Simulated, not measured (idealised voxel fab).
The name of this process module is voxel trench capacitor.
Xsec cut, 165 nm wide, square cell size 5 nm.
Throughout this document, each cross-section is represented as a grid of square cells and is presented as a sequence of bands enumerated from the top downward, where a band comprises one or more rows of cells. Top, bottom (nm), then materials left to right with widths (nm); lone material tagged "edge to edge" fills the whole band edge to edge; "empty" = empty space. The level at which height equals 0 is the one under which the wafer, as it arrives, is entirely one material. No lower edge exists for the bottom band, which continues downward and is notated as in "0 and below". Width: "30 to 40" (first number = top row, second number = bottom row, same change from row to row of cells). Given "no alteration" for a step, no cell of the cross-section differs between before and after that step. Enclosed voids (no open way to top), threshold 8 cells or more, entry "Voids lacking openings", notation width x height at distance, distance from left edge, nm. That trailing text on a step's line, after the settings, is the simulator's own remark on the step. "overlay nm", when on a step's line for a step with a mask, measures how far to the right of its planned place the mask lay; a negative measure means to the left.
Listed below are the process steps as planned
1: op RECEIVE | material Si
2: op CONFORMAL_DEP | material SiN | thk nm 5
3: op PATTERN | tone open | mask id TRENCH | material resist | width nm 20 | pitch nm 45 | thk nm 15 | overlay nm 0
4: op DIRECTIONAL_ETCH | etch materials SiN | depth nm 5
5: op DIRECTIONAL_ETCH | etch materials Si | depth nm 25
6: op STRIP | etch materials resist
7: op CONFORMAL_DEP | material SiO2 | thk nm 5
8: op FILL_DEP | material polySi | thk nm 10
9: op CMP | height nm 5
The first of two wafers, run as planned
Cross-section of the wafer as it came to us, i.e., already through step 1
	0 and below  Si edge to edge
	Voids lacking openings: none
The wafer, seen in cross-section, after step 2
	5 down to 0  SiN edge to edge
	below 0: unchanged
The wafer, seen in cross-section, after step 3
	20 down to 5  resist=50; empty=20; resist=25; empty=20; resist=50
	below 5: unchanged
The wafer, seen in cross-section, after step 4
	20 down to 5  resist=50; empty=20; resist=25; empty=20; resist=50
	5 down to 0  SiN=50; empty=20; SiN=25; empty=20; SiN=50
	below 0: unchanged
The wafer, seen in cross-section, after step 5
	20 down to 5  resist=50; empty=20; resist=25; empty=20; resist=50
	5 down to 0  SiN=50; empty=20; SiN=25; empty=20; SiN=50
	0 down to -25  Si=50; empty=20; Si=25; empty=20; Si=50
	below -25: unchanged
The wafer, seen in cross-section, after step 6
	5 down to 0  SiN=50; empty=20; SiN=25; empty=20; SiN=50
	below 0: unchanged
The wafer, seen in cross-section, after step 7
	10 down to 5  SiO2=55; empty=10; SiO2=35; empty=10; SiO2=55
	5 down to 0  SiN=50; SiO2=5; empty=10; SiO2=5; SiN=25; SiO2=5; empty=10; SiO2=5; SiN=50
	0 down to -20  Si=50; SiO2=5; empty=10; SiO2=5; Si=25; SiO2=5; empty=10; SiO2=5; Si=50
	-20 down to -25  Si=50; SiO2=20; Si=25; SiO2=20; Si=50
	below -25: unchanged
The wafer, seen in cross-section, after step 8
	20 down to 10  polySi edge to edge
	10 down to 5  SiO2=55; polySi=10; SiO2=35; polySi=10; SiO2=55
	5 down to 0  SiN=50; SiO2=5; polySi=10; SiO2=5; SiN=25; SiO2=5; polySi=10; SiO2=5; SiN=50
	0 down to -20  Si=50; SiO2=5; polySi=10; SiO2=5; Si=25; SiO2=5; polySi=10; SiO2=5; Si=50
	below -20: unchanged
The wafer, seen in cross-section, after step 9
	5 down to 0  SiN=50; SiO2=5; polySi=10; SiO2=5; SiN=25; SiO2=5; polySi=10; SiO2=5; SiN=50
	below 0: unchanged
The Second Wafer: Common Origin and Plan, One Mistake in Execution, Identical to the First Through Step 2
Look at the second wafer in cross-section at the time step 3 ought to have finished
	20 down to 5  empty=50; resist=20; empty=25; resist=20; empty=50
	below 5: unchanged
Look at the second wafer in cross-section at the time step 4 ought to have finished
	20 down to 5  empty=50; resist=20; empty=25; resist=20; empty=50
	5 down to 0  empty=50; SiN=20; empty=25; SiN=20; empty=50
	below 0: unchanged
Look at the second wafer in cross-section at the time step 5 ought to have finished
	20 down to 5  empty=50; resist=20; empty=25; resist=20; empty=50
	5 down to 0  empty=50; SiN=20; empty=25; SiN=20; empty=50
	0 down to -25  empty=50; Si=20; empty=25; Si=20; empty=50
	below -25: unchanged
Look at the second wafer in cross-section at the time step 6 ought to have finished
	5 down to 0  empty=50; SiN=20; empty=25; SiN=20; empty=50
	below 0: unchanged
Look at the second wafer in cross-section at the time step 7 ought to have finished
	10 down to 5  empty=45; SiO2=30; empty=15; SiO2=30; empty=45
	5 down to 0  empty=45; SiO2=5; SiN=20; SiO2=5; empty=15; SiO2=5; SiN=20; SiO2=5; empty=45
	0 down to -20  empty=45; SiO2=5; Si=20; SiO2=5; empty=15; SiO2=5; Si=20; SiO2=5; empty=45
	-20 down to -25  SiO2=50; Si=20; SiO2=25; Si=20; SiO2=50
	below -25: unchanged
Look at the second wafer in cross-section at the time step 8 ought to have finished
	20 down to 10  polySi edge to edge
	10 down to 5  polySi=45; SiO2=30; polySi=15; SiO2=30; polySi=45
	5 down to 0  polySi=45; SiO2=5; SiN=20; SiO2=5; polySi=15; SiO2=5; SiN=20; SiO2=5; polySi=45
	0 down to -20  polySi=45; SiO2=5; Si=20; SiO2=5; polySi=15; SiO2=5; Si=20; SiO2=5; polySi=45
	below -20: unchanged
Look at the second wafer in cross-section at the time step 9 ought to have finished
	5 down to 0  polySi=45; SiO2=5; SiN=20; SiO2=5; polySi=15; SiO2=5; SiN=20; SiO2=5; polySi=45
	below 0: unchanged
Run error: step 3 ran as: op PATTERN | tone cover | mask id TRENCH | material resist | width nm 20 | pitch nm 45 | thk nm 15 | overlay nm 0
Wrapping up, a cell-based count of both wafers puts the second over or under the first for these materials: Si: 85 fewer, SiN: 17 fewer, SiO2: 17 more, polySi: 85 more
